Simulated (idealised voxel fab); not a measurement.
Process module in this document: voxel self aligned contacts
The figure presents cross-section cut, which has a width of 300 nm and is divided into square cells with an edge length of 5 nm.
Cross-sections here: square-cell grids, written as top-down lists of bands, a band being one or more rows of cells.
Band: top and bottom heights (nm) first, top before bottom; then materials from left to right, widths in nm. "all across" marks a sole material filling the band edge to edge. "air" denotes empty space.
Heights are reckoned from 0. Under this level, the received wafer is all of one material. The bottommost band is open-ended downward, for example "top 0, no bottom".
Think of "30->40" as a width that walks from the first number to the second as you go down the band, top row to bottom row, taking equal-sized steps from row to row.
Step note "nothing was modified" = no cross-section cell changed.
The entry "Voids, enclosed" lists the empty spaces that cover at least 8 cells and have no open path to the top. Each is written as width x height at distance, where the distance is measured from the left edge and all three values are in nm.
Formally, on a step line, whatever follows the settings is a remark that the simulator itself makes on the step.
A step line may carry the setting "overlay nm", which, for steps involving a mask, states the distance by which the mask lay to the right of its intended position; negative values denote displacement to the left.
# plan
step 1: RECEIVE with material Si
step 2: OXIDIZE with depth nm 5
step 3: DIRECTIONAL_DEP with material polySi, thk nm 30
step 4: DIRECTIONAL_DEP with material SiN, thk nm 20
step 5: DIRECTIONAL_DEP with material aC, thk nm 10
step 6: PATTERN with tone cover, mask id GATE, material resist, width nm 25, pitch nm 50, thk nm 25, overlay nm 0
step 7: DIRECTIONAL_ETCH with etch materials aC, depth nm 10
step 8: STRIP with etch materials resist
step 9: DIRECTIONAL_ETCH with etch materials SiN, depth nm 20
step 10: DIRECTIONAL_ETCH with etch materials polySi, depth nm 30
step 11: STRIP with etch materials aC
step 12: CONFORMAL_DEP with material SiN, thk nm 5
step 13: DIRECTIONAL_ETCH with etch materials SiN, depth nm 5
step 14: FILL_DEP with material SiO2, thk nm 10
step 15: CMP with height nm 55
step 16: PATTERN with tone open, mask id CONTACT, material resist, width nm 35, pitch nm 50, thk nm 15, overlay nm 0
step 17: DIRECTIONAL_ETCH with etch materials SiO2, depth nm 60
step 18: STRIP with etch materials resist
step 19: CONFORMAL_DEP with material TiN, thk nm 5
step 20: FILL_DEP with material W, thk nm 5
step 21: CMP with height nm 55
step 22: CONFORMAL_DEP with material SiCN, thk nm 5
# Delivered wafer in cross-section: state after step 1
top 0, no bottom: Si all across
Voids, enclosed: none
# First of two wafers: cross-section at end of module, run per plan
top 60, bottom 55: SiCN all across
top 55, bottom 50: SiO2=105; TiN=15; W=5; TiN=15; SiO2=15; TiN=15; W=5; TiN=15; SiO2=110
top 50, bottom 30: SiO2=80; SiN=35; TiN=5; W=5; TiN=5; SiN=35; TiN=5; W=5; TiN=5; SiN=35; SiO2=85
top 30, bottom 0: SiO2=80; SiN=5; polySi=25; SiN=5; TiN=5; W=5; TiN=5; SiN=5; polySi=25; SiN=5; TiN=5; W=5; TiN=5; SiN=5; polySi=25; SiN=5; SiO2=85
top 0, bottom -5: SiO2=115; TiN=15; SiO2=35; TiN=15; SiO2=120
top -5, no bottom: Si all across
Voids, enclosed: none
# So this is wafer number two of the two, cut at the end of the module - it started where the first did and had the same plan, we just got one thing wrong running it
top 60, bottom 55: SiCN all across
top 55, bottom 50: SiO2=105; TiN=15; W=5; TiN=15; SiO2=15; TiN=15; W=5; TiN=15; SiO2=110
top 50, bottom 25: SiO2=80; SiN=5; polySi=25; SiN=5; TiN=5; W=5; TiN=5; SiN=5; polySi=25; SiN=5; TiN=5; W=5; TiN=5; SiN=5; polySi=25; SiN=5; SiO2=85
top 25, bottom 20: SiO2=80; SiN=5; polySi=25; SiN=5; TiN=15; SiN=5; polySi=25; SiN=5; TiN=15; SiN=5; polySi=25; SiN=5; SiO2=85
top 20, bottom 0: SiN all across
top 0, bottom -5: SiO2 all across
top -5, no bottom: Si all across
Voids, enclosed: none
Processing error: mixed up steps 3 and 4 - ran each in the other's place
Final cells, second wafer relative to first, materials higher or lower: SiN +156, SiO2 -126, TiN -20, W -10
